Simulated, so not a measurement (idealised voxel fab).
The process module presented herein is designated voxel air gaps.
This is section cut - it's 240 nm across, gridded in 5 nm square cells.
How to read a cross-section here: the picture is a grid of square cells, written as bands going from the top down, and any band can span one or more rows of cells.
Heights first: top, then bottom, in nm. Then materials, left to right, each with a width in nm. "all across" on a single material: fills the band edge to edge. "blank": empty space.
Height is counted from the level 0, under which the received wafer is composed throughout of one material. The lowest of the bands is not closed at the bottom but continues downward, in the notation "0 -> down".
Width "30 to 40": first value at the band's top row of cells, second value at its bottom row, equal change from row to row.
"same as before" after a step means that no cell of the cross-section changed.
"Fully sealed voids" means: voids of 8 cells or more that are shut off from the top with no open way through. Written width x height at distance, distance from the left edge, in nm.
On each step's line, the part that comes after the settings is the simulator's own comment on the step.
overlay nm: mask offset rightward from planned place, masked step; negative means leftward offset.
Below is the list of planned process steps:
1. RECEIVE: material Si
2. CONFORMAL_DEP: material SiO2, thk nm 15
3. CONFORMAL_DEP: material SiCN, thk nm 5
4. DIRECTIONAL_DEP: material SiO2, thk nm 30
5. PATTERN: tone open, mask id LINES, material resist, width nm 20, pitch nm 45, thk nm 20, overlay nm 0
6. DIRECTIONAL_ETCH: etch materials SiO2, depth nm 30
7. STRIP: etch materials resist
8. CONFORMAL_DEP: material TiN, thk nm 5
9. FILL_DEP: material W, thk nm 10
10. CMP: height nm 50
11. EPI: material Ru, thk nm 10
12. SELECTIVE_ETCH: etch materials SiO2, depth nm 40
13. CONFORMAL_DEP: material SiCN, thk nm 5
Shown in cross-section is the wafer as received, that is, as it stands after step 1:
	0 -> down: Si all across
	Fully sealed voids: none
Cross-section taken at module completion on the first of two wafers; processed per the plan:
	65 -> 60: blank 25 nm; SiCN 185 nm; blank 30 nm
	60 -> 50: blank 25 nm; SiCN 5 nm; Ru 40 nm; SiCN 5 nm; Ru 40 nm; SiCN 5 nm; Ru 40 nm; SiCN 5 nm; Ru 40 nm; SiCN 5 nm; blank 30 nm
	50 -> 45: blank 25 nm; SiCN 15 nm; TiN 5 nm; W 10 nm; TiN 5 nm; SiCN 25 nm; TiN 5 nm; W 10 nm; TiN 5 nm; SiCN 25 nm; TiN 5 nm; W 10 nm; TiN 5 nm; SiCN 25 nm; TiN 5 nm; W 10 nm; TiN 5 nm; SiCN 15 nm; blank 30 nm
	45 -> 25: blank 35 nm; SiCN 5 nm; TiN 5 nm; W 10 nm; TiN 5 nm; SiCN 5 nm; blank 15 nm; SiCN 5 nm; TiN 5 nm; W 10 nm; TiN 5 nm; SiCN 5 nm; blank 15 nm; SiCN 5 nm; TiN 5 nm; W 10 nm; TiN 5 nm; SiCN 5 nm; blank 15 nm; SiCN 5 nm; TiN 5 nm; W 10 nm; TiN 5 nm; SiCN 5 nm; blank 40 nm
	25 -> 20: SiCN 40 nm; TiN 20 nm; SiCN 25 nm; TiN 20 nm; SiCN 25 nm; TiN 20 nm; SiCN 25 nm; TiN 20 nm; SiCN 45 nm
	20 -> 15: SiCN all across
	15 -> 0: SiO2 all across
	0 -> down: Si all across
	Fully sealed voids: 15 x 20 at 65; 15 x 20 at 110; 15 x 20 at 155
So this is wafer number two of the two, cut at the end of the module - it started where the first did and had the same plan, we just got one thing wrong running it:
	65 -> 60: blank 25 nm; SiCN 185 nm; blank 30 nm
	60 -> 50: blank 25 nm; SiCN 5 nm; Ru 40 nm; SiCN 5 nm; Ru 40 nm; SiCN 5 nm; Ru 40 nm; SiCN 5 nm; Ru 40 nm; SiCN 5 nm; blank 30 nm
	50 -> 25: blank 25 nm; SiCN 5 nm; Ru 10 nm; TiN 5 nm; W 10 nm; TiN 5 nm; Ru 10 nm; SiCN 5 nm; Ru 10 nm; TiN 5 nm; W 10 nm; TiN 5 nm; Ru 10 nm; SiCN 5 nm; Ru 10 nm; TiN 5 nm; W 10 nm; TiN 5 nm; Ru 10 nm; SiCN 5 nm; Ru 10 nm; TiN 5 nm; W 10 nm; TiN 5 nm; Ru 10 nm; SiCN 5 nm; blank 30 nm
	25 -> 20: SiCN 30 nm; Ru 10 nm; TiN 20 nm; Ru 10 nm; SiCN 5 nm; Ru 10 nm; TiN 20 nm; Ru 10 nm; SiCN 5 nm; Ru 10 nm; TiN 20 nm; Ru 10 nm; SiCN 5 nm; Ru 10 nm; TiN 20 nm; Ru 10 nm; SiCN 35 nm
	20 -> 15: SiCN all across
	15 -> 0: SiO2 all across
	0 -> down: Si all across
	Fully sealed voids: none
What went wrong in running the wafer? order of steps 11 and 12 inverted relative to the plan
It is noted that, at the conclusion of processing, the second wafer exhibits a higher or lower cell count for certain materials relative to the first: 96 more of Ru; 44 fewer of SiCN
Long story short, the first wafer ends with 3 closed voids and the second one with 0.
